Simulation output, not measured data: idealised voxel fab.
Name of the process module below: voxel capacitor over wiring
For reference, the cross-section in this document is cut, with width 170 nm and square cells of 5 nm.
Cross-section format: a grid of square cells, given as bands from top to bottom; each band is one or more rows of cells.
A band entry consists of two parts. The first gives the height of the band's top and the height of its bottom, in nm. The rest lists the band's materials from left to right, each with its width in nm. A single material labelled with the word "edge to edge" fills the band from edge to edge, and the word "empty" marks empty space.
The reference from which all heights are counted is 0, the level beneath which the as-received wafer is entirely one material; the lowest band, having no lower bound, proceeds downward and is written after the example "0 nm and below".
Per-row width for "30->40": begins at first number (top row of band), ends at second number (bottom row), increment between rows held constant.
"nothing changed" (step): cross-section cells unchanged, all of them.
So "Sealed void listing" is basically the list of trapped voids: any empty space of 8 cells or more that can't reach the top through an opening. They're written width x height at distance, the distance being from the left edge, and it's all nm.
Where a step's line continues beyond its settings, the continuation is a remark by the simulator itself on that step.
overlay nm, on a step with a mask: how far to the right of its planned place the mask lay; to the left if negative

## Process steps - plan
1. RECEIVE,material Si
2. CONFORMAL_DEP,material SiO2,thk nm 10
3. DIRECTIONAL_DEP,material TiN,thk nm 5
4. DIRECTIONAL_DEP,material Ru,thk nm 15
5. MASKED_ETCH,tone cover,mask id METAL_1,width nm 20,pitch nm 80,etch materials Ru,depth nm 15,overlay nm 0
6. MASKED_ETCH,tone cover,mask id METAL_1,width nm 20,pitch nm 80,etch materials TiN,depth nm 5,overlay nm 0
7. FILL_DEP,material SiO2,thk nm 5
8. CMP,height nm 30
9. CONFORMAL_DEP,material SiCN,thk nm 5
10. DIRECTIONAL_DEP,material SiO2,thk nm 10
11. DIRECTIONAL_DEP,material aC,thk nm 10
12. PATTERN,tone open,mask id PLUG_1,material resist,width nm 15,thk nm 25,overlay nm 0
13. DIRECTIONAL_ETCH,etch materials aC,depth nm 10
14. STRIP,etch materials resist
15. DIRECTIONAL_ETCH,etch materials SiO2,depth nm 10
16. DIRECTIONAL_ETCH,etch materials SiCN,depth nm 5
17. STRIP,etch materials aC
18. CONFORMAL_DEP,material TiN,thk nm 5
19. FILL_DEP,material Cu,thk nm 5
20. CMP,height nm 45
21. DIRECTIONAL_DEP,material TiN,thk nm 10
22. DIRECTIONAL_DEP,material Al2O3,thk nm 5
23. DIRECTIONAL_DEP,material TiN,thk nm 10
24. MASKED_ETCH,tone cover,mask id UPPER_PLATE,width nm 65,etch materials TiN,depth nm 10,overlay nm 0
25. MASKED_ETCH,tone cover,mask id UPPER_PLATE,width nm 65,etch materials Al2O3,depth nm 5,overlay nm 0
26. PATTERN,tone cover,mask id LOWER_PLATE,material resist,width nm 75,thk nm 20,overlay nm 0
27. DIRECTIONAL_ETCH,etch materials TiN,depth nm 10
28. STRIP,etch materials resist
29. FILL_DEP,material SiO2,thk nm 15
30. CMP,height nm 80
31. PATTERN,tone open,mask id PLUG_2,material resist,width nm 15,thk nm 20,overlay nm 0
32. DIRECTIONAL_ETCH,etch materials SiO2,depth nm 10
33. STRIP,etch materials resist
34. CONFORMAL_DEP,material TiN,thk nm 5
35. FILL_DEP,material Ru,thk nm 10
36. CMP,height nm 80
37. CONFORMAL_DEP,material SiN,thk nm 5

## So, the first of our two wafers, run just as we planned it

## Delivered wafer in cross-section: state after step 1
* 0 nm and below | Si edge to edge
* Sealed void listing: none

## Wafer section view after processing step 2
* 10 nm to 0 nm | SiO2 edge to edge
* Whatever lies below 0 is exactly as it was before.

## Wafer section view after processing step 3
* 15 nm to 10 nm | TiN edge to edge
* Whatever lies below 10 is exactly as it was before.

## Wafer section view after processing step 4
* 30 nm to 15 nm | Ru edge to edge
* Whatever lies below 15 is exactly as it was before.

## Wafer section view after processing step 5
* 30 nm to 15 nm | 35 of empty | 20 of Ru | 60 of empty | 20 of Ru | 35 of empty
* Whatever lies below 15 is exactly as it was before.

## Wafer section view after processing step 6
* 30 nm to 15 nm | 35 of empty | 20 of Ru | 60 of empty | 20 of Ru | 35 of empty
* 15 nm to 10 nm | 35 of empty | 20 of TiN | 60 of empty | 20 of TiN | 35 of empty
* Whatever lies below 10 is exactly as it was before.

## Wafer section view after processing step 7
* 35 nm to 30 nm | SiO2 edge to edge
* 30 nm to 15 nm | 35 of SiO2 | 20 of Ru | 60 of SiO2 | 20 of Ru | 35 of SiO2
* 15 nm to 10 nm | 35 of SiO2 | 20 of TiN | 60 of SiO2 | 20 of TiN | 35 of SiO2
* Whatever lies below 10 is exactly as it was before.

## Wafer section view after processing step 8
* 30 nm to 15 nm | 35 of SiO2 | 20 of Ru | 60 of SiO2 | 20 of Ru | 35 of SiO2
* Whatever lies below 15 is exactly as it was before.

## Wafer section view after processing step 9
* 35 nm to 30 nm | SiCN edge to edge
* Whatever lies below 30 is exactly as it was before.

## Wafer section view after processing step 10
* 45 nm to 35 nm | SiO2 edge to edge
* Whatever lies below 35 is exactly as it was before.

## Wafer section view after processing step 11
* 55 nm to 45 nm | aC edge to edge
* Whatever lies below 45 is exactly as it was before.

## Wafer section view after processing step 12
* 80 nm to 55 nm | 40 of resist | 15 of empty | 115 of resist
* Whatever lies below 55 is exactly as it was before.

## Wafer section view after processing step 13
* 70 nm to 55 nm | 40 of resist | 15 of empty | 115 of resist
* 55 nm to 45 nm | 40 of aC | 15 of empty | 115 of aC
* Whatever lies below 45 is exactly as it was before.

## Wafer section view after processing step 14
* 55 nm to 45 nm | 40 of aC | 15 of empty | 115 of aC
* Whatever lies below 45 is exactly as it was before.

## Wafer section view after processing step 15
* 55 nm to 45 nm | 40 of aC | 15 of empty | 115 of aC
* 45 nm to 35 nm | 40 of SiO2 | 15 of empty | 115 of SiO2
* Whatever lies below 35 is exactly as it was before.

## Wafer section view after processing step 16
* 55 nm to 45 nm | 40 of aC | 15 of empty | 115 of aC
* 45 nm to 35 nm | 40 of SiO2 | 15 of empty | 115 of SiO2
* 35 nm to 30 nm | 40 of SiCN | 15 of empty | 115 of SiCN
* Whatever lies below 30 is exactly as it was before.

## Wafer section view after processing step 17
* 45 nm to 35 nm | 40 of SiO2 | 15 of empty | 115 of SiO2
* Whatever lies below 35 is exactly as it was before.

## Wafer section view after processing step 18
* 50 nm to 45 nm | 45 of TiN | 5 of empty | 120 of TiN
* 45 nm to 35 nm | 40 of SiO2 | 5 of TiN | 5 of empty | 5 of TiN | 115 of SiO2
* 35 nm to 30 nm | 40 of SiCN | 15 of TiN | 115 of SiCN
* Whatever lies below 30 is exactly as it was before.

## Wafer section view after processing step 19
* 55 nm to 50 nm | Cu edge to edge
* 50 nm to 45 nm | 45 of TiN | 5 of Cu | 120 of TiN
* 45 nm to 35 nm | 40 of SiO2 | 5 of TiN | 5 of Cu | 5 of TiN | 115 of SiO2
* Whatever lies below 35 is exactly as it was before.

## Wafer section view after processing step 20
* 45 nm to 35 nm | 40 of SiO2 | 5 of TiN | 5 of Cu | 5 of TiN | 115 of SiO2
* Whatever lies below 35 is exactly as it was before.

## Wafer section view after processing step 21
* 55 nm to 45 nm | TiN edge to edge
* Whatever lies below 45 is exactly as it was before.

## Wafer section view after processing step 22
* 60 nm to 55 nm | Al2O3 edge to edge
* Whatever lies below 55 is exactly as it was before.

## Wafer section view after processing step 23
* 70 nm to 60 nm | TiN edge to edge
* Whatever lies below 60 is exactly as it was before.

## Wafer section view after processing step 24
* 70 nm to 60 nm | 40 of empty | 65 of TiN | 65 of empty
* Whatever lies below 60 is exactly as it was before.

## Wafer section view after processing step 25
* 70 nm to 60 nm | 40 of empty | 65 of TiN | 65 of empty
* 60 nm to 55 nm | 40 of empty | 65 of Al2O3 | 65 of empty
* Whatever lies below 55 is exactly as it was before.

## Wafer section view after processing step 26
* 90 nm to 70 nm | 35 of empty | 75 of resist | 60 of empty
* 70 nm to 60 nm | 35 of empty | 5 of resist | 65 of TiN | 5 of resist | 60 of empty
* 60 nm to 55 nm | 35 of empty | 5 of resist | 65 of Al2O3 | 5 of resist | 60 of empty
* Whatever lies below 55 is exactly as it was before.

## Wafer section view after processing step 27
* 90 nm to 70 nm | 35 of empty | 75 of resist | 60 of empty
* 70 nm to 60 nm | 35 of empty | 5 of resist | 65 of TiN | 5 of resist | 60 of empty
* 60 nm to 55 nm | 35 of empty | 5 of resist | 65 of Al2O3 | 5 of resist | 60 of empty
* 55 nm to 45 nm | 35 of empty | 75 of TiN | 60 of empty
* Whatever lies below 45 is exactly as it was before.

## Wafer section view after processing step 28
* 70 nm to 60 nm | 40 of empty | 65 of TiN | 65 of empty
* 60 nm to 55 nm | 40 of empty | 65 of Al2O3 | 65 of empty
* Whatever lies below 55 is exactly as it was before.

## Wafer section view after processing step 29
* 85 nm to 70 nm | SiO2 edge to edge
* 70 nm to 60 nm | 40 of SiO2 | 65 of TiN | 65 of SiO2
* 60 nm to 55 nm | 40 of SiO2 | 65 of Al2O3 | 65 of SiO2
* 55 nm to 45 nm | 35 of SiO2 | 75 of TiN | 60 of SiO2
* Whatever lies below 45 is exactly as it was before.

## Wafer section view after processing step 30
* 80 nm to 70 nm | SiO2 edge to edge
* Whatever lies below 70 is exactly as it was before.

## Wafer section view after processing step 31
* 100 nm to 80 nm | 50 of resist | 15 of empty | 105 of resist
* Whatever lies below 80 is exactly as it was before.

## Wafer section view after processing step 32
* 100 nm to 80 nm | 50 of resist | 15 of empty | 105 of resist
* 80 nm to 70 nm | 50 of SiO2 | 15 of empty | 105 of SiO2
* Whatever lies below 70 is exactly as it was before.

## Wafer section view after processing step 33
* 80 nm to 70 nm | 50 of SiO2 | 15 of empty | 105 of SiO2
* Whatever lies below 70 is exactly as it was before.

## Wafer section view after processing step 34
* 85 nm to 80 nm | 55 of TiN | 5 of empty | 110 of TiN
* 80 nm to 75 nm | 50 of SiO2 | 5 of TiN | 5 of empty | 5 of TiN | 105 of SiO2
* 75 nm to 70 nm | 50 of SiO2 | 15 of TiN | 105 of SiO2
* Whatever lies below 70 is exactly as it was before.

## Wafer section view after processing step 35
* 95 nm to 85 nm | Ru edge to edge
* 85 nm to 80 nm | 55 of TiN | 5 of Ru | 110 of TiN
* 80 nm to 75 nm | 50 of SiO2 | 5 of TiN | 5 of Ru | 5 of TiN | 105 of SiO2
* Whatever lies below 75 is exactly as it was before.

## Wafer section view after processing step 36
* 80 nm to 75 nm | 50 of SiO2 | 5 of TiN | 5 of Ru | 5 of TiN | 105 of SiO2
* Whatever lies below 75 is exactly as it was before.

## Wafer section view after processing step 37
* 85 nm to 80 nm | SiN edge to edge
* Whatever lies below 80 is exactly as it was before.

## Second Wafer (Identical Start and Plan, One Processing Error; Matches First Wafer Through Step 22)

## Second wafer shown in cross-section at the time step 23 was slated to end
* 75 nm to 60 nm | TiN edge to edge
* Whatever lies below 60 is exactly as it was before.

## Second wafer shown in cross-section at the time step 24 was slated to end
* 75 nm to 65 nm | 40 of empty | 65 of TiN | 65 of empty
* Whatever lies below 65 is exactly as it was before.

Second wafer shown in cross-section at the time step 25 was slated to end: nothing changed

## Second wafer shown in cross-section at the time step 26 was slated to end
* 95 nm to 75 nm | 35 of empty | 75 of resist | 60 of empty
* 75 nm to 65 nm | 35 of empty | 5 of resist | 65 of TiN | 5 of resist | 60 of empty
* Whatever lies below 65 is exactly as it was before.

## Second wafer shown in cross-section at the time step 27 was slated to end
* 95 nm to 75 nm | 35 of empty | 75 of resist | 60 of empty
* 75 nm to 65 nm | 35 of empty | 5 of resist | 65 of TiN | 5 of resist | 60 of empty
* 65 nm to 60 nm | 35 of empty | 75 of TiN | 60 of empty
* Whatever lies below 60 is exactly as it was before.

## Second wafer shown in cross-section at the time step 28 was slated to end
* 75 nm to 65 nm | 40 of empty | 65 of TiN | 65 of empty
* Whatever lies below 65 is exactly as it was before.

## Second wafer shown in cross-section at the time step 29 was slated to end
* 90 nm to 75 nm | SiO2 edge to edge
* 75 nm to 65 nm | 40 of SiO2 | 65 of TiN | 65 of SiO2
* 65 nm to 60 nm | 35 of SiO2 | 75 of TiN | 60 of SiO2
* Whatever lies below 60 is exactly as it was before.

## Second wafer shown in cross-section at the time step 30 was slated to end
* 80 nm to 75 nm | SiO2 edge to edge
* Whatever lies below 75 is exactly as it was before.

## Second wafer shown in cross-section at the time step 31 was slated to end
* 100 nm to 80 nm | 50 of resist | 15 of empty | 105 of resist
* Whatever lies below 80 is exactly as it was before.

## Second wafer shown in cross-section at the time step 32 was slated to end
* 100 nm to 80 nm | 50 of resist | 15 of empty | 105 of resist
* 80 nm to 75 nm | 50 of SiO2 | 15 of empty | 105 of SiO2
* Whatever lies below 75 is exactly as it was before.

## Second wafer shown in cross-section at the time step 33 was slated to end
* 80 nm to 75 nm | 50 of SiO2 | 15 of empty | 105 of SiO2
* Whatever lies below 75 is exactly as it was before.

## Second wafer shown in cross-section at the time step 34 was slated to end
* 85 nm to 80 nm | 55 of TiN | 5 of empty | 110 of TiN
* 80 nm to 75 nm | 50 of SiO2 | 15 of TiN | 105 of SiO2
* Whatever lies below 75 is exactly as it was before.

## Second wafer shown in cross-section at the time step 35 was slated to end
* 95 nm to 85 nm | Ru edge to edge
* 85 nm to 80 nm | 55 of TiN | 5 of Ru | 110 of TiN
* Whatever lies below 80 is exactly as it was before.

## Second wafer shown in cross-section at the time step 36 was slated to end
* 80 nm to 75 nm | 50 of SiO2 | 15 of TiN | 105 of SiO2
* Whatever lies below 75 is exactly as it was before.

## Second wafer shown in cross-section at the time step 37 was slated to end
* 85 nm to 80 nm | SiN edge to edge
* Whatever lies below 80 is exactly as it was before.
Misprocessing identified: step 23 off recipe, ran as DIRECTIONAL_DEP,material TiN,thk nm 15
Final difference in cells, second wafer against first, listed per material as more or fewer: 21 more of Al2O3, 1 fewer of Ru, 71 fewer of SiO2, 51 more of TiN
